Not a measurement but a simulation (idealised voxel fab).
A process module follows: voxel self aligned contacts.
cross-section cut | 190 nm wide | cells 5 nm
Cross-section = grid of square cells, listed top down in bands; band = one or more rows. Band entry format. Leading values: height of top, height of bottom, nm. Remainder: materials in left-to-right order, each with its width in nm. Special words: "edge to edge" on a single material, which then fills the band edge to edge; "air", empty space. Note: height 0 marks the level under which the wafer is uniformly one material as received. Lowest band unbounded below, written "from 0 down". A width given as "30..40" starts at the first number in the band's top row and ends at the second number in its bottom row, shifting by an equal amount at every step from row to row. "no modification" for a step: no cell of the cross-section changed in that step. Enclosed cavity list: empty space of 8 cells or more with no open way to the top, each as width x height at its distance from the left edge, in nm. Where a step's line continues beyond its settings, the continuation is a remark by the simulator itself on that step. "overlay nm" denotes, for a step that has a mask, the displacement of the mask to the right of its planned place, with negative values corresponding to the left.

PLAN
1: RECEIVE,material Si
2: OXIDIZE,depth nm 5
3: DIRECTIONAL_DEP,material polySi,thk nm 25
4: DIRECTIONAL_DEP,material SiN,thk nm 25
5: PATTERN,tone cover,mask id GATE,material resist,width nm 35,pitch nm 80,thk nm 20,overlay nm 0
6: DIRECTIONAL_ETCH,etch materials SiN,depth nm 25
7: DIRECTIONAL_ETCH,etch materials polySi,depth nm 25
8: STRIP,etch materials resist
9: CONFORMAL_DEP,material SiN,thk nm 10
10: DIRECTIONAL_ETCH,etch materials SiN,depth nm 10
11: FILL_DEP,material SiO2,thk nm 10
12: CMP,height nm 55
13: DIRECTIONAL_DEP,material aC,thk nm 15
14: PATTERN,tone open,mask id CONTACT,material resist,width nm 55,thk nm 35,overlay nm 0
15: DIRECTIONAL_ETCH,etch materials aC,depth nm 15
16: STRIP,etch materials resist
17: DIRECTIONAL_ETCH,etch materials SiO2,depth nm 60
18: STRIP,etch materials aC
19: CONFORMAL_DEP,material TiN,thk nm 5
20: FILL_DEP,material Ru,thk nm 5
21: CMP,height nm 55
22: CONFORMAL_DEP,material SiN,thk nm 5

THE CROSS-SECTION HERE SHOWS THE WAFER AS RECEIVED, I.E. IN ITS STATE AFTER STEP 1
> from 0 down | Si edge to edge
> Enclosed cavity list: none

BELOW IS THE WAFER IN CROSS-SECTION AFTER THE MODULE WAS COMPLETED. IT BEGAN FROM THE STARTING POINT SHOWN ABOVE AND FOLLOWED THE PLAN SHOWN ABOVE, EXCEPT THAT ONE MISTAKE WAS MADE WHILE RUNNING IT
> from 60 to 55 | SiN edge to edge
> from 55 to 50 | 65 of SiO2 | 20 of TiN | 15 of Ru | 20 of TiN | 70 of SiO2
> from 50 to 25 | 25 of SiO2 | 55 of SiN | 5 of TiN | 15 of Ru | 5 of TiN | 55 of SiN | 30 of SiO2
> from 25 to 5 | 25 of SiO2 | 10 of SiN | 35 of polySi | 10 of SiN | 5 of TiN | 15 of Ru | 5 of TiN | 10 of SiN | 35 of polySi | 10 of SiN | 30 of SiO2
> from 5 to 0 | 25 of SiO2 | 10 of SiN | 35 of polySi | 10 of SiN | 25 of TiN | 10 of SiN | 35 of polySi | 10 of SiN | 30 of SiO2
> from 0 down | Si edge to edge
> Enclosed cavity list: none
what went wrong: step 2 of the plan was excluded from execution and never run
